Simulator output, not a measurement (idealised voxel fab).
A process module follows: voxel wiring stack.
The width of the displayed cross-section, cut, is 280 nm; its cells are square, with a size of 5 nm.
We lay out every cross-section as a grid of square cells and spell it out in bands from the top down, where one band means one or more rows of cells.
Basically the band line says how high the top is and how high the bottom is, in nm, and then what's in it from left to right, every material with its width in nm. Empty space shows up as "blank", and if a single material carries "throughout" it runs the full band edge to edge.
The level at which height equals 0 is the one under which the wafer, as it arrives, is entirely one material. No lower edge exists for the bottom band, which continues downward and is notated as in "0..down".
Read "30..40" as a graded width: first number on top, second number at the bottom, same change between each pair of neighbouring rows.
The cross-section has no changed cell in any step marked "same as before".
Closed empty spaces (no open way to the top) of 8 cells or more are what "Enclosed empty spaces" lists, each as width x height at distance from the left edge, nm for all three.
What comes after the settings on a step's line is commentary from the simulator itself on that step.
If you see "overlay nm" on a step's line and that step has a mask, it's telling you how far right of where it was planned the mask ended up; a negative number means it went left instead.

This section lists the process steps that were planned
1: RECEIVE: material Si
2: CONFORMAL_DEP: material SiO2, thk nm 10
3: CONFORMAL_DEP: material SiN, thk nm 5
4: DIRECTIONAL_DEP: material SiO2, thk nm 20
5: MASKED_ETCH: tone open, mask id METAL_1, width nm 20, pitch nm 40, etch materials SiO2, depth nm 20, overlay nm 0
6: MASKED_ETCH: tone open, mask id METAL_1, width nm 20, pitch nm 40, etch materials SiN, depth nm 5, overlay nm 0
7: CONFORMAL_DEP: material TiN, thk nm 5
8: FILL_DEP: material Ru, thk nm 10
9: CMP: height nm 35
10: CONFORMAL_DEP: material SiCN, thk nm 5
11: DIRECTIONAL_DEP: material SiO2, thk nm 15
12: MASKED_ETCH: tone open, mask id PLUG_1, width nm 15, pitch nm 80, etch materials SiO2, depth nm 15, overlay nm 0
13: MASKED_ETCH: tone open, mask id PLUG_1, width nm 15, pitch nm 80, etch materials SiCN, depth nm 5, overlay nm 0
14: CONFORMAL_DEP: material TiN, thk nm 5
15: FILL_DEP: material W, thk nm 5
16: CMP: height nm 55
17: CONFORMAL_DEP: material SiN, thk nm 5
18: DIRECTIONAL_DEP: material lowk, thk nm 20
19: MASKED_ETCH: tone open, mask id METAL_2, width nm 20, pitch nm 40, etch materials lowk, depth nm 20, overlay nm 0
20: MASKED_ETCH: tone open, mask id METAL_2, width nm 20, pitch nm 40, etch materials SiN, depth nm 5, overlay nm 0
21: CONFORMAL_DEP: material TiN, thk nm 5
22: FILL_DEP: material Cu, thk nm 5
23: CMP: height nm 80
24: CONFORMAL_DEP: material SiCN, thk nm 5
25: DIRECTIONAL_DEP: material lowk, thk nm 35
26: MASKED_ETCH: tone open, mask id METAL_3, width nm 20, pitch nm 40, etch materials lowk, depth nm 20, overlay nm 0
27: DIRECTIONAL_DEP: material aC, thk nm 10
28: PATTERN: tone open, mask id METAL_3_HOLES, material resist, width nm 15, pitch nm 80, thk nm 25, overlay nm 0
29: DIRECTIONAL_ETCH: etch materials aC, depth nm 10
30: STRIP: etch materials resist
31: DIRECTIONAL_ETCH: etch materials lowk, depth nm 15
32: DIRECTIONAL_ETCH: etch materials SiCN, depth nm 5
33: STRIP: etch materials aC
34: CONFORMAL_DEP: material TiN, thk nm 5
35: FILL_DEP: material Cu, thk nm 10
36: CMP: height nm 120
37: CONFORMAL_DEP: material SiN, thk nm 5

As received, after step 1
0..down | Si throughout
Enclosed empty spaces: none

Here's the cross-section of the first of our two wafers at the end of the module - it ran as planned
125..120 | SiN throughout
120..105 | 90 nm lowk, then 5 nm TiN, then 10 nm Cu, then 5 nm TiN, then 20 nm lowk, then 5 nm TiN, then 10 nm Cu, then 5 nm TiN, then 20 nm lowk, then 5 nm TiN, then 10 nm Cu, then 5 nm TiN, then 90 nm lowk
105..100 | 90 nm lowk, then 5 nm TiN, then 5 nm Cu, then 10 nm TiN, then 20 nm lowk, then 20 nm TiN, then 20 nm lowk, then 5 nm TiN, then 5 nm Cu, then 10 nm TiN, then 90 nm lowk
100..85 | 90 nm lowk, then 5 nm TiN, then 5 nm Cu, then 5 nm TiN, then 65 nm lowk, then 5 nm TiN, then 5 nm Cu, then 5 nm TiN, then 95 nm lowk
85..80 | 90 nm SiCN, then 15 nm TiN, then 65 nm SiCN, then 15 nm TiN, then 95 nm SiCN
80..60 | 90 nm lowk, then 5 nm TiN, then 10 nm Cu, then 5 nm TiN, then 20 nm lowk, then 5 nm TiN, then 10 nm Cu, then 5 nm TiN, then 20 nm lowk, then 5 nm TiN, then 10 nm Cu, then 5 nm TiN, then 90 nm lowk
60..55 | 90 nm SiN, then 20 nm TiN, then 20 nm SiN, then 20 nm TiN, then 20 nm SiN, then 20 nm TiN, then 90 nm SiN
55..40 | 90 nm SiO2, then 5 nm TiN, then 5 nm W, then 5 nm TiN, then 65 nm SiO2, then 5 nm TiN, then 5 nm W, then 5 nm TiN, then 95 nm SiO2
40..35 | 90 nm SiCN, then 15 nm TiN, then 65 nm SiCN, then 15 nm TiN, then 95 nm SiCN
35..15 | 90 nm SiO2, then 5 nm TiN, then 10 nm Ru, then 5 nm TiN, then 20 nm SiO2, then 5 nm TiN, then 10 nm Ru, then 5 nm TiN, then 20 nm SiO2, then 5 nm TiN, then 10 nm Ru, then 5 nm TiN, then 90 nm SiO2
15..10 | 90 nm SiN, then 20 nm TiN, then 20 nm SiN, then 20 nm TiN, then 20 nm SiN, then 20 nm TiN, then 90 nm SiN
10..0 | SiO2 throughout
0..down | Si throughout
Enclosed empty spaces: none

Now the second wafer, cross-sectioned at the end of the module. Nothing different at the start, nothing different in the plan compared with the first, just one mistake when it was actually run
125..120 | SiN throughout
120..105 | 90 nm lowk, then 5 nm TiN, then 10 nm Cu, then 5 nm TiN, then 20 nm lowk, then 5 nm TiN, then 10 nm Cu, then 5 nm TiN, then 20 nm lowk, then 5 nm TiN, then 10 nm Cu, then 5 nm TiN, then 90 nm lowk
105..100 | 90 nm lowk, then 5 nm TiN, then 5 nm Cu, then 10 nm TiN, then 20 nm lowk, then 20 nm TiN, then 20 nm lowk, then 5 nm TiN, then 5 nm Cu, then 10 nm TiN, then 90 nm lowk
100..85 | 90 nm lowk, then 5 nm TiN, then 5 nm Cu, then 5 nm TiN, then 65 nm lowk, then 5 nm TiN, then 5 nm Cu, then 5 nm TiN, then 95 nm lowk
85..80 | 90 nm SiCN, then 15 nm TiN, then 65 nm SiCN, then 15 nm TiN, then 95 nm SiCN
80..65 | 90 nm lowk, then 5 nm TiN, then 10 nm Cu, then 5 nm TiN, then 20 nm lowk, then 5 nm TiN, then 10 nm Cu, then 5 nm TiN, then 20 nm lowk, then 5 nm TiN, then 10 nm Cu, then 5 nm TiN, then 90 nm lowk
65..60 | 90 nm lowk, then 20 nm TiN, then 20 nm lowk, then 20 nm TiN, then 20 nm lowk, then 20 nm TiN, then 90 nm lowk
60..55 | 90 nm SiN, then 10 nm TiN, then 30 nm SiN, then 10 nm TiN, then 30 nm SiN, then 10 nm TiN, then 100 nm SiN
55..40 | 90 nm SiO2, then 5 nm TiN, then 5 nm W, then 5 nm TiN, then 65 nm SiO2, then 5 nm TiN, then 5 nm W, then 5 nm TiN, then 95 nm SiO2
40..35 | 90 nm SiCN, then 15 nm TiN, then 65 nm SiCN, then 15 nm TiN, then 95 nm SiCN
35..15 | 90 nm SiO2, then 5 nm TiN, then 10 nm Ru, then 5 nm TiN, then 20 nm SiO2, then 5 nm TiN, then 10 nm Ru, then 5 nm TiN, then 20 nm SiO2, then 5 nm TiN, then 10 nm Ru, then 5 nm TiN, then 90 nm SiO2
15..10 | 90 nm SiN, then 20 nm TiN, then 20 nm SiN, then 20 nm TiN, then 20 nm SiN, then 20 nm TiN, then 90 nm SiN
10..0 | SiO2 throughout
0..down | Si throughout
Enclosed empty spaces: none
Here's what went sideways: off-plan run, step 20, actual operation and settings MASKED_ETCH: tone open, mask id METAL_2, width nm 20, pitch nm 40, etch materials SiN, depth nm 5, overlay nm -10
FYI, end of process, the second wafer has more or fewer cells of some materials than the first: Cu -6, SiN +6
